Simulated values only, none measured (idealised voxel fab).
The following process module bears the name voxel wiring stack.
For reference, the cross-section in this document is cut, with width 255 nm and square cells of 5 nm.
Cross-section = grid of square cells, listed top down in bands; band = one or more rows.
What a band's entry tells you: where the top is and where the bottom is, as heights in nm, and after that what lies inside, material by material from left to right, each with its width in nm. Empty space is written as the word "air", and a single material marked with the word "everywhere" occupies the band from edge to edge.
Height reference: 0 = level under which incoming wafer is all one material. Lowest band: no bottom, runs on downward, e.g. "0 down".
With a width like "30->40", each row of cells in the band differs from the next by the same amount, the top row carrying the first number and the bottom row the second.
Take "stayed the same" at face value: in the step it is given for, the cross-section changed in none of its cells.
Closed empty spaces (no open way to the top) of 8 cells or more are what "Enclosed void inventory" lists, each as width x height at distance from the left edge, nm for all three.
Heads up: the bit after the settings on a step's line is the simulator's remark on that step.
overlay nm: how far to the right of its planned place the mask lay on this masked step (negative: to the left).

Process steps foreseen in the plan
1 RECEIVE | material Si
2 CONFORMAL_DEP | material SiO2 | thk nm 10
3 CONFORMAL_DEP | material SiCN | thk nm 5
4 DIRECTIONAL_DEP | material SiO2 | thk nm 15
5 MASKED_ETCH | tone open | mask id METAL_1 | width nm 15 | pitch nm 50 | etch materials SiO2 | depth nm 15 | overlay nm 0
6 MASKED_ETCH | tone open | mask id METAL_1 | width nm 20 | pitch nm 50 | etch materials SiCN | depth nm 5 | overlay nm 0
7 CONFORMAL_DEP | material TiN | thk nm 5
8 FILL_DEP | material Cu | thk nm 10
9 CMP | height nm 30
10 CONFORMAL_DEP | material SiCN | thk nm 5
11 DIRECTIONAL_DEP | material SiO2 | thk nm 15
12 MASKED_ETCH | tone open | mask id PLUG_1 | width nm 15 | pitch nm 100 | etch materials SiO2 | depth nm 15 | overlay nm 0
13 MASKED_ETCH | tone open | mask id PLUG_1 | width nm 15 | pitch nm 100 | etch materials SiCN | depth nm 5 | overlay nm 0
14 EPI | material Ru | thk nm 10
15 EPI | material Ru | thk nm 10
16 DIRECTIONAL_DEP | material TiN | thk nm 5
17 DIRECTIONAL_DEP | material Ru | thk nm 20
18 MASKED_ETCH | tone cover | mask id METAL_2 | width nm 20 | pitch nm 50 | etch materials Ru | depth nm 20 | overlay nm 0
19 MASKED_ETCH | tone cover | mask id METAL_2 | width nm 20 | pitch nm 50 | etch materials TiN | depth nm 5 | overlay nm 0
20 FILL_DEP | material lowk | thk nm 5
21 CMP | height nm 75
22 CONFORMAL_DEP | material SiCN | thk nm 5
Wafer-to-wafer difference: width nm, step 5. Common start. Plan = first wafer's value.

This is how the first of several wafers looked in cross-section when it arrived, which is after step 1
- 0 down: Si everywhere
- Enclosed void inventory: none

Row per wafer, end-of-module: cell gain (+)/loss (-) by material since the wafer came in, then closed voids
width nm 15 | +12 Cu | +88 Ru | +135 SiCN | +354 SiO2 | +52 TiN | +175 lowk | Enclosed void inventory: none
width nm 20 | +24 Cu | +88 Ru | +131 SiCN | +342 SiO2 | +56 TiN | +175 lowk | Enclosed void inventory: none
width nm 25 | +32 Cu | +88 Ru | +131 SiCN | +330 SiO2 | +60 TiN | +175 lowk | Enclosed void inventory: none
width nm 30 | +40 Cu | +88 Ru | +131 SiCN | +318 SiO2 | +64 TiN | +175 lowk | Enclosed void inventory: none
width nm 35 | +48 Cu | +88 Ru | +131 SiCN | +306 SiO2 | +68 TiN | +175 lowk | Enclosed void inventory: none
